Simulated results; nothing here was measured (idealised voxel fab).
process module | voxel capacitor over wiring
cross-section cut | 140 nm wide | cells 5 nm
A cross-section is a grid of square cells, given in bands from the top down. A band is one or more rows of cells.
Each band's line starts with the height of the band's top and of its bottom, in nm. Then come its materials from left to right, each with its width in nm. One material with "throughout" fills the band from edge to edge. "air" is empty space.
Height 0 is the level under which the wafer as received is all one material. The lowest band goes on downwards, as in "0 down".
A width such as "30 to 40" changes by the same amount from each row of cells to the next, from the band's top row to its bottom row.
"no change" after a step means that no cell of the cross-section changed.
closed voids: empty space of 8 cells or more with no open way to the top, each as width x height at its distance from the left edge, in nm
after a step's settings: what the simulator itself notes on the step
overlay nm, on a step with a mask: how far to the right of its planned place the mask lay; to the left if negative
plan
1 op RECEIVE | material Si
2 op CONFORMAL_DEP | material SiO2 | thk nm 10
3 op DIRECTIONAL_DEP | material TiN | thk nm 5
4 op DIRECTIONAL_DEP | material Ru | thk nm 25
5 op MASKED_ETCH | tone cover | mask id METAL_1 | width nm 25 | pitch nm 80 | etch materials Ru | depth nm 25 | overlay nm 0
6 op MASKED_ETCH | tone cover | mask id METAL_1 | width nm 25 | pitch nm 80 | etch materials TiN | depth nm 5 | overlay nm 0
7 op CONFORMAL_DEP | material SiN | thk nm 5
8 op FILL_DEP | material SiO2 | thk nm 5
9 op CMP | height nm 40
10 op CONFORMAL_DEP | material SiCN | thk nm 5
11 op DIRECTIONAL_DEP | material lowk | thk nm 15
12 op DIRECTIONAL_DEP | material aC | thk nm 10
13 op PATTERN | tone open | mask id PLUG_1 | material resist | width nm 15 | thk nm 25 | overlay nm 0
14 op DIRECTIONAL_ETCH | etch materials aC | depth nm 10
15 op STRIP | etch materials resist
16 op DIRECTIONAL_ETCH | etch materials lowk | depth nm 15
17 op DIRECTIONAL_ETCH | etch materials SiCN | depth nm 5
18 op STRIP | etch materials aC
19 op CONFORMAL_DEP | material TiN | thk nm 5
20 op FILL_DEP | material Ru | thk nm 5
21 op CMP | height nm 60
22 op DIRECTIONAL_DEP | material TiN | thk nm 5
23 op DIRECTIONAL_DEP | material Al2O3 | thk nm 5
24 op DIRECTIONAL_DEP | material TiN | thk nm 10
25 op MASKED_ETCH | tone cover | mask id UPPER_PLATE | width nm 60 | etch materials TiN | depth nm 10 | overlay nm 0
26 op MASKED_ETCH | tone cover | mask id UPPER_PLATE | width nm 60 | etch materials Al2O3 | depth nm 5 | overlay nm 0
27 op DIRECTIONAL_DEP | material aC | thk nm 10
28 op PATTERN | tone cover | mask id LOWER_PLATE | material resist | width nm 70 | thk nm 30 | overlay nm 0
29 op DIRECTIONAL_ETCH | etch materials aC | depth nm 10
30 op STRIP | etch materials resist
31 op DIRECTIONAL_ETCH | etch materials TiN | depth nm 5
32 op STRIP | etch materials aC
33 op FILL_DEP | material SiO2 | thk nm 20
34 op CMP | height nm 95
35 op PATTERN | tone open | mask id PLUG_2 | material resist | width nm 15 | thk nm 15 | overlay nm 0
36 op DIRECTIONAL_ETCH | etch materials SiO2 | depth nm 15
37 op STRIP | etch materials resist
38 op CONFORMAL_DEP | material TiN | thk nm 5
39 op FILL_DEP | material Ru | thk nm 5
40 op CMP | height nm 95
41 op CONFORMAL_DEP | material SiN | thk nm 5
as received, after step 1
  0 down: Si throughout
  closed voids: none
first wafer at the end, as planned
  100 to 95: SiN throughout
  95 to 85: SiO2 35 | TiN 5 | Ru 5 | TiN 5 | SiO2 90
  85 to 80: SiO2 35 | TiN 15 | SiO2 90
  80 to 70: SiO2 25 | TiN 60 | SiO2 55
  70 to 65: SiO2 25 | Al2O3 60 | SiO2 55
  65 to 60: SiO2 20 | TiN 70 | SiO2 50
  60 to 45: lowk 25 | TiN 5 | Ru 5 | TiN 5 | lowk 100
  45 to 40: SiCN 25 | TiN 15 | SiCN 100
  40 to 15: SiO2 10 | SiN 5 | Ru 25 | SiN 5 | SiO2 45 | SiN 5 | Ru 25 | SiN 5 | SiO2 15
  15 to 10: SiN 15 | TiN 25 | SiN 55 | TiN 25 | SiN 20
  10 to 0: SiO2 throughout
  0 down: Si throughout
  closed voids: none
second wafer at the end: like start, like plan, one mistake
  100 to 95: SiN throughout
  95 to 85: SiO2 35 | TiN 5 | Ru 5 | TiN 5 | SiO2 90
  85 to 80: SiO2 35 | TiN 15 | SiO2 90
  80 to 70: SiO2 25 | TiN 60 | SiO2 55
  70 to 65: SiO2 25 | Al2O3 60 | SiO2 55
  65 to 60: SiO2 20 | TiN 70 | SiO2 50
  60 to 45: lowk 15 | TiN 5 | Ru 5 | TiN 5 | lowk 110
  45 to 40: SiCN 15 | TiN 15 | SiCN 110
  40 to 15: SiO2 10 | SiN 5 | Ru 25 | SiN 5 | SiO2 45 | SiN 5 | Ru 25 | SiN 5 | SiO2 15
  15 to 10: SiN 15 | TiN 25 | SiN 55 | TiN 25 | SiN 20
  10 to 0: SiO2 throughout
  0 down: Si throughout
  closed voids: none
what went wrong: step 13 ran as: op PATTERN | tone open | mask id PLUG_1 | material resist | width nm 15 | thk nm 25 | overlay nm -10
at the end the second wafer has, in cells: as many of each material as the first, in other places
